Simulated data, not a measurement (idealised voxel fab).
process module | voxel transistor to metal
cross-section cut | 215 nm wide | cells 5 nm
A cross-section is a grid of square cells, given in bands from the top down. A band is one or more rows of cells.
Each band's line starts with the height of the band's top and of its bottom, in nm. Then come its materials from left to right, each with its width in nm. One material with "throughout" fills the band from edge to edge. "air" is empty space.
Height 0 is the level under which the wafer as received is all one material. The lowest band goes on downwards, as in "0 down".
A width such as "30 to 40" changes by the same amount from each row of cells to the next, from the band's top row to its bottom row.
"no change" after a step means that no cell of the cross-section changed.
closed voids: empty space of 8 cells or more with no open way to the top, each as width x height at its distance from the left edge, in nm
after a step's settings: what the simulator itself notes on the step
overlay nm, on a step with a mask: how far to the right of its planned place the mask lay; to the left if negative
plan
1 op RECEIVE | material Si
2 op OXIDIZE | depth nm 5
3 op CONFORMAL_DEP | material SiN | thk nm 15
4 op MASKED_ETCH | tone cover | mask id ACTIVE | width nm 135 | etch materials SiN | depth nm 15 | overlay nm -15
5 op MASKED_ETCH | tone cover | mask id ACTIVE | width nm 135 | etch materials SiO2 | depth nm 5 | overlay nm 0
6 op MASKED_ETCH | tone cover | mask id ACTIVE | width nm 135 | etch materials Si | depth nm 35 | overlay nm 0
7 op OXIDIZE | depth nm 5
8 op FILL_DEP | material SiO2 | thk nm 5
9 op CMP | height nm 15
10 op SELECTIVE_ETCH | etch materials SiO2 | depth nm 10
11 op STRIP | etch materials SiN
12 op SELECTIVE_ETCH | etch materials SiO2 | depth nm 5
13 op OXIDIZE | depth nm 5
14 op DIRECTIONAL_DEP | material polySi | thk nm 25
15 op DIRECTIONAL_DEP | material SiCN | thk nm 10
16 op PATTERN | tone cover | mask id GATE | material resist | width nm 35 | thk nm 15 | overlay nm 0
17 op DIRECTIONAL_ETCH | etch materials SiCN | depth nm 20
18 op DIRECTIONAL_ETCH | etch materials polySi | depth nm 35
19 op STRIP | etch materials resist
20 op CONFORMAL_DEP | material SiO2 | thk nm 5
21 op DIRECTIONAL_ETCH | etch materials SiO2 | depth nm 5
22 op CONFORMAL_DEP | material SiN | thk nm 5
23 op DIRECTIONAL_ETCH | etch materials SiN | depth nm 5
24 op DIRECTIONAL_ETCH | etch materials SiO2 | depth nm 5
25 op DIRECTIONAL_ETCH | etch materials Si | depth nm 5
26 op EPI | material pSi | thk nm 5
27 op FILL_DEP | material SiO2 | thk nm 10
28 op CMP | height nm 20
29 op STRIP | etch materials polySi
30 op SELECTIVE_ETCH | etch materials SiO2 | depth nm 5
31 op CONFORMAL_DEP | material HfO2 | thk nm 5
32 op CONFORMAL_DEP | material TiN | thk nm 5
33 op FILL_DEP | material W | thk nm 5
34 op CMP | height nm 15
35 op DIRECTIONAL_DEP | material SiO2 | thk nm 15
36 op MASKED_ETCH | tone open | mask id CONTACT | width nm 20 | pitch nm 95 | etch materials SiO2 | depth nm 40 | overlay nm 0
37 op CONFORMAL_DEP | material TiN | thk nm 5
38 op FILL_DEP | material Ru | thk nm 10
39 op CMP | height nm 30
40 op DIRECTIONAL_DEP | material TiN | thk nm 5
41 op DIRECTIONAL_DEP | material W | thk nm 20
42 op PATTERN | tone cover | mask id METAL_1 | material resist | width nm 20 | pitch nm 95 | thk nm 15 | overlay nm 0
43 op DIRECTIONAL_ETCH | etch materials W | depth nm 20
44 op DIRECTIONAL_ETCH | etch materials TiN | depth nm 5
45 op STRIP | etch materials resist
46 op CONFORMAL_DEP | material SiCN | thk nm 5
47 op FILL_DEP | material lowk | thk nm 5
48 op CMP | height nm 55
49 op CONFORMAL_DEP | material SiCN | thk nm 5
50 op DIRECTIONAL_DEP | material lowk | thk nm 25
51 op PATTERN | tone open | mask id METAL_2_HOLES | material resist | width nm 15 | pitch nm 95 | thk nm 20 | overlay nm 0
52 op DIRECTIONAL_ETCH | etch materials lowk | depth nm 25
53 op STRIP | etch materials resist
54 op DIRECTIONAL_DEP | material aC | thk nm 10
55 op PATTERN | tone open | mask id METAL_2 | material resist | width nm 20 | pitch nm 95 | thk nm 25 | overlay nm 0
56 op DIRECTIONAL_ETCH | etch materials aC | depth nm 10
57 op STRIP | etch materials resist
58 op DIRECTIONAL_ETCH | etch materials lowk | depth nm 15
59 op DIRECTIONAL_ETCH | etch materials SiCN | depth nm 5
60 op STRIP | etch materials aC
61 op CONFORMAL_DEP | material TiN | thk nm 5
62 op FILL_DEP | material Ru | thk nm 5
63 op CMP | height nm 85
64 op CONFORMAL_DEP | material SiCN | thk nm 5
varied across the wafers: overlay nm of step 4. The plan shows the first wafer's value. All wafers start alike
first wafer as received, after step 1
  0 down: Si throughout
  closed voids: none
first wafer at the end, after step 64
  90 to 85: SiCN throughout
  85 to 75: lowk 50 | TiN 5 | Ru 10 | TiN 5 | lowk 75 | TiN 5 | Ru 10 | TiN 5 | lowk 50
  75 to 70: lowk 50 | TiN 5 | Ru 5 | TiN 10 | lowk 75 | TiN 5 | Ru 5 | TiN 10 | lowk 50
  70 to 60: lowk 50 | TiN 5 | Ru 5 | TiN 5 | lowk 80 | TiN 5 | Ru 5 | TiN 5 | lowk 55
  60 to 55: SiCN 50 | TiN 15 | SiCN 80 | TiN 15 | SiCN 55
  55 to 35: lowk 45 | SiCN 5 | W 20 | SiCN 5 | lowk 65 | SiCN 5 | W 20 | SiCN 5 | lowk 45
  35 to 30: SiCN 50 | TiN 20 | SiCN 75 | TiN 20 | SiCN 50
  30 to 15: SiO2 50 | TiN 5 | Ru 10 | TiN 5 | SiO2 75 | TiN 5 | Ru 10 | TiN 5 | SiO2 50
  15 to 5: SiO2 50 | TiN 5 | Ru 10 | TiN 5 | SiO2 10 | SiN 5 | HfO2 5 | TiN 5 | W 25 | TiN 5 | HfO2 5 | SiN 5 | SiO2 10 | TiN 5 | Ru 10 | TiN 5 | SiO2 50
  5 to 0: SiO2 50 | TiN 5 | Ru 10 | TiN 5 | SiO2 10 | SiN 5 | HfO2 5 | TiN 5 | W 25 | TiN 5 | HfO2 5 | SiN 5 | SiO2 10 | TiN 20 | SiO2 50
  0 to -5: SiO2 25 | SiN 5 | SiO2 20 | TiN 5 | Ru 10 | TiN 5 | SiO2 10 | SiN 5 | HfO2 5 | TiN 35 | HfO2 5 | SiN 5 | SiO2 10 | TiN 10 | SiN 5 | TiN 5 | SiO2 50
  -5 to -10: SiO2 50 | TiN 20 | SiO2 5 | pSi 5 | SiO2 5 | HfO2 45 | SiO2 5 | pSi 5 | SiO2 5 | TiN 5 | pSi 5 | SiO2 5 | TiN 5 | SiO2 50
  -10 to -15: SiO2 30 | pSi 50 | Si 55 | pSi 20 | Si 15 | SiO2 45
  -15 to -45: SiO2 30 | Si 140 | SiO2 45
  -45 down: Si throughout
  closed voids: none
last wafer at the end
  90 to 85: SiCN throughout
  85 to 75: lowk 50 | TiN 5 | Ru 10 | TiN 5 | lowk 75 | TiN 5 | Ru 10 | TiN 5 | lowk 50
  75 to 70: lowk 50 | TiN 5 | Ru 5 | TiN 10 | lowk 75 | TiN 5 | Ru 5 | TiN 10 | lowk 50
  70 to 60: lowk 50 | TiN 5 | Ru 5 | TiN 5 | lowk 80 | TiN 5 | Ru 5 | TiN 5 | lowk 55
  60 to 55: SiCN 50 | TiN 15 | SiCN 80 | TiN 15 | SiCN 55
  55 to 35: lowk 45 | SiCN 5 | W 20 | SiCN 5 | lowk 65 | SiCN 5 | W 20 | SiCN 5 | lowk 45
  35 to 30: SiCN 50 | TiN 20 | SiCN 75 | TiN 20 | SiCN 50
  30 to 15: SiO2 50 | TiN 5 | Ru 10 | TiN 5 | SiO2 75 | TiN 5 | Ru 10 | TiN 5 | SiO2 50
  15 to 5: SiO2 50 | TiN 5 | Ru 10 | TiN 5 | SiO2 10 | SiN 5 | HfO2 5 | TiN 5 | W 25 | TiN 5 | HfO2 5 | SiN 5 | SiO2 10 | TiN 5 | Ru 10 | TiN 5 | SiO2 50
  5 to 0: SiO2 50 | TiN 20 | SiO2 10 | SiN 5 | HfO2 5 | TiN 5 | W 25 | TiN 5 | HfO2 5 | SiN 5 | SiO2 10 | TiN 5 | Ru 10 | TiN 5 | SiO2 50
  0 to -5: SiO2 50 | TiN 5 | SiN 5 | TiN 10 | SiO2 10 | SiN 5 | HfO2 5 | TiN 35 | HfO2 5 | SiN 5 | SiO2 10 | TiN 5 | Ru 10 | TiN 5 | SiO2 20 | SiN 5 | SiO2 25
  -5 to -10: SiO2 50 | TiN 5 | SiO2 5 | pSi 5 | TiN 5 | SiO2 5 | pSi 5 | SiO2 5 | HfO2 45 | SiO2 5 | pSi 5 | SiO2 5 | TiN 20 | SiO2 50
  -10 to -15: SiO2 45 | Si 15 | pSi 20 | Si 55 | pSi 50 | SiO2 30
  -15 to -45: SiO2 45 | Si 140 | SiO2 30
  -45 down: Si throughout
  closed voids: none
each wafer at the end: cells of each material gained (+) or lost (-) since it was received, then its closed voids
overlay nm -15 | +17 HfO2 | +38 Ru | -205 Si | +131 SiCN | +10 SiN | +330 SiO2 | +86 TiN | +47 W | +303 lowk | +17 pSi | closed voids: none
overlay nm -10 | +17 HfO2 | +39 Ru | -212 Si | +131 SiCN | +10 SiN | +337 SiO2 | +85 TiN | +47 W | +303 lowk | +17 pSi | closed voids: none
overlay nm -5 | +17 HfO2 | +41 Ru | -219 Si | +131 SiCN | +10 SiN | +342 SiO2 | +85 TiN | +47 W | +303 lowk | +17 pSi | closed voids: none
overlay nm 0 | +17 HfO2 | +42 Ru | -226 Si | +131 SiCN | +10 SiN | +349 SiO2 | +85 TiN | +47 W | +303 lowk | +16 pSi | closed voids: none
overlay nm 5 | +17 HfO2 | +41 Ru | -219 Si | +131 SiCN | +10 SiN | +342 SiO2 | +85 TiN | +47 W | +303 lowk | +17 pSi | closed voids: none
overlay nm 10 | +17 HfO2 | +39 Ru | -212 Si | +131 SiCN | +10 SiN | +337 SiO2 | +85 TiN | +47 W | +303 lowk | +17 pSi | closed voids: none
overlay nm 15 | +17 HfO2 | +38 Ru | -205 Si | +131 SiCN | +10 SiN | +330 SiO2 | +86 TiN | +47 W | +303 lowk | +17 pSi | closed voids: none
